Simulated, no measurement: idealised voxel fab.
Process module under the name voxel wiring stack
Square cells of 5 nm make up the cross-section cut, whose width is 195 nm.
Cross-sections here: square-cell grids, written as top-down lists of bands, a band being one or more rows of cells.
Band entry format. Leading values: height of top, height of bottom, nm. Remainder: materials in left-to-right order, each with its width in nm. Special words: "full width" on a single material, which then fills the band edge to edge; "empty", empty space.
Height reference: 0 = level under which incoming wafer is all one material. Lowest band: no bottom, runs on downward, e.g. "from 0 down".
The width entry "30->40" should be interpreted row by row: the top row of cells in the band takes the first number, the bottom row takes the second number, and the change between adjacent rows is uniform throughout.
"remained unchanged" for a step: no cell of the cross-section changed in that step.
What "Tabulated closed voids" gives you is every empty space of 8 cells or more that is cut off from the top. Each appears as width x height at distance, with the distance taken from the left edge and width, height and distance all in nm.
It should be noted that, on the line of a given step, the content following the step's settings is a remark produced by the simulator itself with respect to that step.
overlay nm: for a step with a mask, the amount by which the mask lay right of where it was planned; a negative amount means left of it.

Planned step list for the process
1: RECEIVE [material Si]
2: CONFORMAL_DEP [material SiO2] [thk nm 15]
3: DIRECTIONAL_DEP [material TiN] [thk nm 5]
4: DIRECTIONAL_DEP [material Ru] [thk nm 25]
5: PATTERN [tone cover] [mask id METAL_1] [material resist] [width nm 30] [pitch nm 45] [thk nm 20] [overlay nm 0]
6: DIRECTIONAL_ETCH [etch materials Ru] [depth nm 25]
7: DIRECTIONAL_ETCH [etch materials TiN] [depth nm 5]
8: STRIP [etch materials resist]
9: CONFORMAL_DEP [material SiN] [thk nm 5]
10: FILL_DEP [material lowk] [thk nm 10]
11: CMP [height nm 45]
12: CONFORMAL_DEP [material SiCN] [thk nm 5]
13: DIRECTIONAL_DEP [material lowk] [thk nm 15]
14: PATTERN [tone open] [mask id PLUG_1] [material resist] [width nm 15] [pitch nm 90] [thk nm 15] [overlay nm 0]
15: DIRECTIONAL_ETCH [etch materials lowk] [depth nm 15]
16: DIRECTIONAL_ETCH [etch materials SiCN] [depth nm 5]
17: STRIP [etch materials resist]
18: CONFORMAL_DEP [material TiN] [thk nm 5]
19: FILL_DEP [material Cu] [thk nm 10]
20: CMP [height nm 65]
21: CONFORMAL_DEP [material SiCN] [thk nm 5]
22: DIRECTIONAL_DEP [material SiO2] [thk nm 15]
23: MASKED_ETCH [tone open] [mask id METAL_2] [width nm 30] [pitch nm 45] [etch materials SiO2] [depth nm 15] [overlay nm 0]
24: MASKED_ETCH [tone open] [mask id METAL_2] [width nm 30] [pitch nm 45] [etch materials SiCN] [depth nm 5] [overlay nm 0]
25: CONFORMAL_DEP [material TiN] [thk nm 5]
26: FILL_DEP [material W] [thk nm 5]
27: CMP [height nm 85]
28: CONFORMAL_DEP [material SiCN] [thk nm 5]
29: DIRECTIONAL_DEP [material lowk] [thk nm 35]
30: PATTERN [tone open] [mask id METAL_3] [material resist] [width nm 30] [pitch nm 45] [thk nm 15] [overlay nm 0]
31: DIRECTIONAL_ETCH [etch materials lowk] [depth nm 20]
32: STRIP [etch materials resist]
33: PATTERN [tone open] [mask id METAL_3_HOLES] [material resist] [width nm 15] [pitch nm 90] [thk nm 20] [overlay nm 0]
34: DIRECTIONAL_ETCH [etch materials lowk] [depth nm 15]
35: DIRECTIONAL_ETCH [etch materials SiCN] [depth nm 5]
36: STRIP [etch materials resist]
37: CONFORMAL_DEP [material TiN] [thk nm 5]
38: FILL_DEP [material Cu] [thk nm 10]
39: CMP [height nm 125]
40: CONFORMAL_DEP [material SiCN] [thk nm 5]

Cross-section: wafer on arrival = after step 1
> from 0 down = Si full width
> Tabulated closed voids: none

Looking at the first of two wafers in cross-section at end of module - ran to plan
> from 130 to 125 = SiCN full width
> from 125 to 110 = 35 of lowk, 5 of TiN, 20 of Cu, 5 of TiN, 15 of lowk, 5 of TiN, 20 of Cu, 5 of TiN, 15 of lowk, 5 of TiN, 20 of Cu, 5 of TiN, 40 of lowk
> from 110 to 105 = 35 of lowk, 5 of TiN, 5 of Cu, 20 of TiN, 15 of lowk, 30 of TiN, 15 of lowk, 5 of TiN, 5 of Cu, 20 of TiN, 40 of lowk
> from 105 to 90 = 35 of lowk, 5 of TiN, 5 of Cu, 5 of TiN, 75 of lowk, 5 of TiN, 5 of Cu, 5 of TiN, 55 of lowk
> from 90 to 85 = 35 of SiCN, 15 of TiN, 75 of SiCN, 15 of TiN, 55 of SiCN
> from 85 to 70 = 35 of SiO2, 5 of TiN, 20 of W, 5 of TiN, 15 of SiO2, 5 of TiN, 20 of W, 5 of TiN, 15 of SiO2, 5 of TiN, 20 of W, 5 of TiN, 40 of SiO2
> from 70 to 65 = 35 of SiCN, 30 of TiN, 15 of SiCN, 30 of TiN, 15 of SiCN, 30 of TiN, 40 of SiCN
> from 65 to 50 = 35 of lowk, 5 of TiN, 5 of Cu, 5 of TiN, 75 of lowk, 5 of TiN, 5 of Cu, 5 of TiN, 55 of lowk
> from 50 to 45 = 35 of SiCN, 15 of TiN, 75 of SiCN, 15 of TiN, 55 of SiCN
> from 45 to 20 = 30 of lowk, 5 of SiN, 30 of Ru, 5 of SiN, 5 of lowk, 5 of SiN, 30 of Ru, 5 of SiN, 5 of lowk, 5 of SiN, 30 of Ru, 5 of SiN, 35 of lowk
> from 20 to 15 = 35 of SiN, 30 of TiN, 15 of SiN, 30 of TiN, 15 of SiN, 30 of TiN, 40 of SiN
> from 15 to 0 = SiO2 full width
> from 0 down = Si full width
> Tabulated closed voids: none

Second wafer of the two, sectioned at the end of the module. It began like the first and followed the same plan, but one mistake was made while running it
> from 130 to 125 = SiCN full width
> from 125 to 110 = 35 of lowk, 5 of TiN, 20 of Cu, 5 of TiN, 15 of lowk, 5 of TiN, 20 of Cu, 5 of TiN, 15 of lowk, 5 of TiN, 20 of Cu, 5 of TiN, 40 of lowk
> from 110 to 105 = 35 of lowk, 5 of TiN, 5 of Cu, 20 of TiN, 15 of lowk, 30 of TiN, 15 of lowk, 5 of TiN, 5 of Cu, 20 of TiN, 40 of lowk
> from 105 to 90 = 35 of lowk, 5 of TiN, 5 of Cu, 5 of TiN, 75 of lowk, 5 of TiN, 5 of Cu, 5 of TiN, 55 of lowk
> from 90 to 85 = 35 of SiCN, 15 of TiN, 75 of SiCN, 15 of TiN, 55 of SiCN
> from 85 to 80 = W full width
> from 80 to 75 = 40 of TiN, 20 of W, 25 of TiN, 20 of W, 25 of TiN, 20 of W, 45 of TiN
> from 75 to 60 = 35 of SiO2, 5 of TiN, 20 of W, 5 of TiN, 15 of SiO2, 5 of TiN, 20 of W, 5 of TiN, 15 of SiO2, 5 of TiN, 20 of W, 5 of TiN, 40 of SiO2
> from 60 to 55 = 35 of SiCN, 30 of TiN, 15 of SiCN, 30 of TiN, 15 of SiCN, 30 of TiN, 40 of SiCN
> from 55 to 50 = 35 of lowk, 5 of TiN, 5 of Cu, 5 of TiN, 75 of lowk, 5 of TiN, 5 of Cu, 5 of TiN, 55 of lowk
> from 50 to 45 = 35 of SiCN, 15 of TiN, 75 of SiCN, 15 of TiN, 55 of SiCN
> from 45 to 20 = 30 of lowk, 5 of SiN, 30 of Ru, 5 of SiN, 5 of lowk, 5 of SiN, 30 of Ru, 5 of SiN, 5 of lowk, 5 of SiN, 30 of Ru, 5 of SiN, 35 of lowk
> from 20 to 15 = 35 of SiN, 30 of TiN, 15 of SiN, 30 of TiN, 15 of SiN, 30 of TiN, 40 of SiN
> from 15 to 0 = SiO2 full width
> from 0 down = Si full width
> Tabulated closed voids: none
What went wrong in running the wafer? step 20: run off-plan, actual operation and settings CMP [height nm 55]
Final difference in cells, second wafer against first, listed per material as more or fewer: 4 fewer of Cu | 19 more of TiN | 51 more of W | 66 fewer of lowk
